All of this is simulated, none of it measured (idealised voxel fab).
Process module in this document: voxel self aligned vias
Cross-sectional view cut (width: 280 nm; square cell size: 5 nm).
Notation: cross-section as square-cell grid; stated in bands, top first, going down; one or more cell rows per band. Top height, bottom height, nm. Materials left to right, width each, nm. Single material + "everywhere" = fills band edge to edge. "empty" = empty. Heights from 0 (as-received wafer is one material below). Bottom band endless downward, as "z 0 and below". The notation "30 to 40" denotes a width that varies across the rows of cells in the band, beginning at the first number in the top row, finishing at the second number in the bottom row, and changing by an identical amount from each row to the next. "same as before" -> step changed no cross-section cell. "Sealed internal voids" contains a list of empty spaces, each no smaller than 8 cells and without an open way to the top, written in the form width x height at distance with the distance from the left edge and all three in nm. Post-settings text on a step line: simulator's own remark regarding the step. If you see "overlay nm" on a step's line and that step has a mask, it's telling you how far right of where it was planned the mask ended up; a negative number means it went left instead.

## Set out below are the planned steps of the process
1: RECEIVE (material Si)
2: CONFORMAL_DEP (material SiO2; thk nm 15)
3: CONFORMAL_DEP (material SiCN; thk nm 5)
4: DIRECTIONAL_DEP (material SiO2; thk nm 30)
5: PATTERN (tone open; mask id LINES; material resist; width nm 30; pitch nm 70; thk nm 20; overlay nm 0)
6: DIRECTIONAL_ETCH (etch materials SiO2; depth nm 30)
7: STRIP (etch materials resist)
8: CONFORMAL_DEP (material TiN; thk nm 5)
9: FILL_DEP (material Ru; thk nm 5)
10: CMP (height nm 50)
11: SELECTIVE_ETCH (etch materials W Ru TiN; depth nm 10)
12: FILL_DEP (material SiN; thk nm 5)
13: CMP (height nm 50)
14: DIRECTIONAL_DEP (material SiO2; thk nm 15)
15: MASKED_ETCH (tone open; mask id VIAS; width nm 50; pitch nm 70; etch materials SiO2; depth nm 15; overlay nm 0)
16: MASKED_ETCH (tone open; mask id VIAS; width nm 50; pitch nm 70; etch materials SiN; depth nm 10; overlay nm 0)
17: CONFORMAL_DEP (material TiN; thk nm 5)
18: FILL_DEP (material Ru; thk nm 5)
19: CMP (height nm 65)
20: CONFORMAL_DEP (material SiN; thk nm 5)

## Account of the first of two wafers, which was processed as intended

## Cross-sectional view of the wafer in its as-received condition, corresponding to the state after step 1
	z 0 and below | Si everywhere
	Sealed internal voids: none

## Step 2 complete: cross-section through the wafer
	z 15 to 0 | SiO2 everywhere
	Beneath the level 0, the cross-section is identical to its previous state.

## Step 3 complete: cross-section through the wafer
	z 20 to 15 | SiCN everywhere
	Beneath the level 15, the cross-section is identical to its previous state.

## Step 4 complete: cross-section through the wafer
	z 50 to 20 | SiO2 everywhere
	Beneath the level 20, the cross-section is identical to its previous state.

## Step 5 complete: cross-section through the wafer
	z 70 to 50 | 55 nm resist, then 30 nm empty, then 40 nm resist, then 30 nm empty, then 40 nm resist, then 30 nm empty, then 55 nm resist
	Beneath the level 50, the cross-section is identical to its previous state.

## Step 6 complete: cross-section through the wafer
	z 70 to 50 | 55 nm resist, then 30 nm empty, then 40 nm resist, then 30 nm empty, then 40 nm resist, then 30 nm empty, then 55 nm resist
	z 50 to 20 | 55 nm SiO2, then 30 nm empty, then 40 nm SiO2, then 30 nm empty, then 40 nm SiO2, then 30 nm empty, then 55 nm SiO2
	Beneath the level 20, the cross-section is identical to its previous state.

## Step 7 complete: cross-section through the wafer
	z 50 to 20 | 55 nm SiO2, then 30 nm empty, then 40 nm SiO2, then 30 nm empty, then 40 nm SiO2, then 30 nm empty, then 55 nm SiO2
	Beneath the level 20, the cross-section is identical to its previous state.

## Step 8 complete: cross-section through the wafer
	z 55 to 50 | 60 nm TiN, then 20 nm empty, then 50 nm TiN, then 20 nm empty, then 50 nm TiN, then 20 nm empty, then 60 nm TiN
	z 50 to 25 | 55 nm SiO2, then 5 nm TiN, then 20 nm empty, then 5 nm TiN, then 40 nm SiO2, then 5 nm TiN, then 20 nm empty, then 5 nm TiN, then 40 nm SiO2, then 5 nm TiN, then 20 nm empty, then 5 nm TiN, then 55 nm SiO2
	z 25 to 20 | 55 nm SiO2, then 30 nm TiN, then 40 nm SiO2, then 30 nm TiN, then 40 nm SiO2, then 30 nm TiN, then 55 nm SiO2
	Beneath the level 20, the cross-section is identical to its previous state.

## Step 9 complete: cross-section through the wafer
	z 60 to 55 | Ru everywhere
	z 55 to 50 | 60 nm TiN, then 20 nm Ru, then 50 nm TiN, then 20 nm Ru, then 50 nm TiN, then 20 nm Ru, then 60 nm TiN
	z 50 to 25 | 55 nm SiO2, then 5 nm TiN, then 20 nm Ru, then 5 nm TiN, then 40 nm SiO2, then 5 nm TiN, then 20 nm Ru, then 5 nm TiN, then 40 nm SiO2, then 5 nm TiN, then 20 nm Ru, then 5 nm TiN, then 55 nm SiO2
	Beneath the level 25, the cross-section is identical to its previous state.

## Step 10 complete: cross-section through the wafer
	z 50 to 25 | 55 nm SiO2, then 5 nm TiN, then 20 nm Ru, then 5 nm TiN, then 40 nm SiO2, then 5 nm TiN, then 20 nm Ru, then 5 nm TiN, then 40 nm SiO2, then 5 nm TiN, then 20 nm Ru, then 5 nm TiN, then 55 nm SiO2
	Beneath the level 25, the cross-section is identical to its previous state.

## Step 11 complete: cross-section through the wafer
	z 50 to 40 | 55 nm SiO2, then 30 nm empty, then 40 nm SiO2, then 30 nm empty, then 40 nm SiO2, then 30 nm empty, then 55 nm SiO2
	Beneath the level 40, the cross-section is identical to its previous state.

## Step 12 complete: cross-section through the wafer
	z 55 to 50 | SiN everywhere
	z 50 to 40 | 55 nm SiO2, then 30 nm SiN, then 40 nm SiO2, then 30 nm SiN, then 40 nm SiO2, then 30 nm SiN, then 55 nm SiO2
	Beneath the level 40, the cross-section is identical to its previous state.

## Step 13 complete: cross-section through the wafer
	z 50 to 40 | 55 nm SiO2, then 30 nm SiN, then 40 nm SiO2, then 30 nm SiN, then 40 nm SiO2, then 30 nm SiN, then 55 nm SiO2
	Beneath the level 40, the cross-section is identical to its previous state.

## Step 14 complete: cross-section through the wafer
	z 65 to 50 | SiO2 everywhere
	Beneath the level 50, the cross-section is identical to its previous state.

## Step 15 complete: cross-section through the wafer
	z 65 to 50 | 45 nm SiO2, then 50 nm empty, then 20 nm SiO2, then 50 nm empty, then 20 nm SiO2, then 50 nm empty, then 45 nm SiO2
	Beneath the level 50, the cross-section is identical to its previous state.

## Step 16 complete: cross-section through the wafer
	z 65 to 50 | 45 nm SiO2, then 50 nm empty, then 20 nm SiO2, then 50 nm empty, then 20 nm SiO2, then 50 nm empty, then 45 nm SiO2
	z 50 to 40 | 55 nm SiO2, then 30 nm empty, then 40 nm SiO2, then 30 nm empty, then 40 nm SiO2, then 30 nm empty, then 55 nm SiO2
	Beneath the level 40, the cross-section is identical to its previous state.

## Step 17 complete: cross-section through the wafer
	z 70 to 65 | 50 nm TiN, then 40 nm empty, then 30 nm TiN, then 40 nm empty, then 30 nm TiN, then 40 nm empty, then 50 nm TiN
	z 65 to 55 | 45 nm SiO2, then 5 nm TiN, then 40 nm empty, then 5 nm TiN, then 20 nm SiO2, then 5 nm TiN, then 40 nm empty, then 5 nm TiN, then 20 nm SiO2, then 5 nm TiN, then 40 nm empty, then 5 nm TiN, then 45 nm SiO2
	z 55 to 45 | 45 to 55 nm SiO2, then 15 to 5 nm TiN, then 20 nm empty, then 15 to 5 nm TiN, then 20 to 40 nm SiO2, then 15 to 5 nm TiN, then 20 nm empty, then 15 to 5 nm TiN, then 20 to 40 nm SiO2, then 15 to 5 nm TiN, then 20 nm empty, then 15 to 5 nm TiN, then 45 to 55 nm SiO2
	z 45 to 40 | 55 nm SiO2, then 30 nm TiN, then 40 nm SiO2, then 30 nm TiN, then 40 nm SiO2, then 30 nm TiN, then 55 nm SiO2
	Beneath the level 40, the cross-section is identical to its previous state.

## Step 18 complete: cross-section through the wafer
	z 75 to 70 | Ru everywhere
	z 70 to 65 | 50 nm TiN, then 40 nm Ru, then 30 nm TiN, then 40 nm Ru, then 30 nm TiN, then 40 nm Ru, then 50 nm TiN
	z 65 to 55 | 45 nm SiO2, then 5 nm TiN, then 40 nm Ru, then 5 nm TiN, then 20 nm SiO2, then 5 nm TiN, then 40 nm Ru, then 5 nm TiN, then 20 nm SiO2, then 5 nm TiN, then 40 nm Ru, then 5 nm TiN, then 45 nm SiO2
	z 55 to 45 | 45 to 55 nm SiO2, then 15 to 5 nm TiN, then 20 nm Ru, then 15 to 5 nm TiN, then 20 to 40 nm SiO2, then 15 to 5 nm TiN, then 20 nm Ru, then 15 to 5 nm TiN, then 20 to 40 nm SiO2, then 15 to 5 nm TiN, then 20 nm Ru, then 15 to 5 nm TiN, then 45 to 55 nm SiO2
	Beneath the level 45, the cross-section is identical to its previous state.

## Step 19 complete: cross-section through the wafer
	z 65 to 55 | 45 nm SiO2, then 5 nm TiN, then 40 nm Ru, then 5 nm TiN, then 20 nm SiO2, then 5 nm TiN, then 40 nm Ru, then 5 nm TiN, then 20 nm SiO2, then 5 nm TiN, then 40 nm Ru, then 5 nm TiN, then 45 nm SiO2
	Beneath the level 55, the cross-section is identical to its previous state.

## Step 20 complete: cross-section through the wafer
	z 70 to 65 | SiN everywhere
	Beneath the level 65, the cross-section is identical to its previous state.

## Wafer two of two - same starting point, same process plan, one mistake in execution; matches wafer one up to and including step 17

## Second wafer: cross-section at the scheduled end of step 18
	z 75 to 70 | SiCN everywhere
	z 70 to 65 | 50 nm TiN, then 40 nm SiCN, then 30 nm TiN, then 40 nm SiCN, then 30 nm TiN, then 40 nm SiCN, then 50 nm TiN
	z 65 to 55 | 45 nm SiO2, then 5 nm TiN, then 40 nm SiCN, then 5 nm TiN, then 20 nm SiO2, then 5 nm TiN, then 40 nm SiCN, then 5 nm TiN, then 20 nm SiO2, then 5 nm TiN, then 40 nm SiCN, then 5 nm TiN, then 45 nm SiO2
	z 55 to 45 | 45 to 55 nm SiO2, then 15 to 5 nm TiN, then 20 nm SiCN, then 15 to 5 nm TiN, then 20 to 40 nm SiO2, then 15 to 5 nm TiN, then 20 nm SiCN, then 15 to 5 nm TiN, then 20 to 40 nm SiO2, then 15 to 5 nm TiN, then 20 nm SiCN, then 15 to 5 nm TiN, then 45 to 55 nm SiO2
	Beneath the level 45, the cross-section is identical to its previous state.

## Second wafer: cross-section at the scheduled end of step 19
	z 65 to 55 | 45 nm SiO2, then 5 nm TiN, then 40 nm SiCN, then 5 nm TiN, then 20 nm SiO2, then 5 nm TiN, then 40 nm SiCN, then 5 nm TiN, then 20 nm SiO2, then 5 nm TiN, then 40 nm SiCN, then 5 nm TiN, then 45 nm SiO2
	Beneath the level 55, the cross-section is identical to its previous state.

## Second wafer: cross-section at the scheduled end of step 20
	z 70 to 65 | SiN everywhere
	Beneath the level 65, the cross-section is identical to its previous state.
What went wrong in running the wafer? step 18 off recipe, ran as FILL_DEP (material SiCN; thk nm 5)
Final wafer comparison in cells, second versus first, more or fewer per material: Ru: 72 fewer; SiCN: 72 more
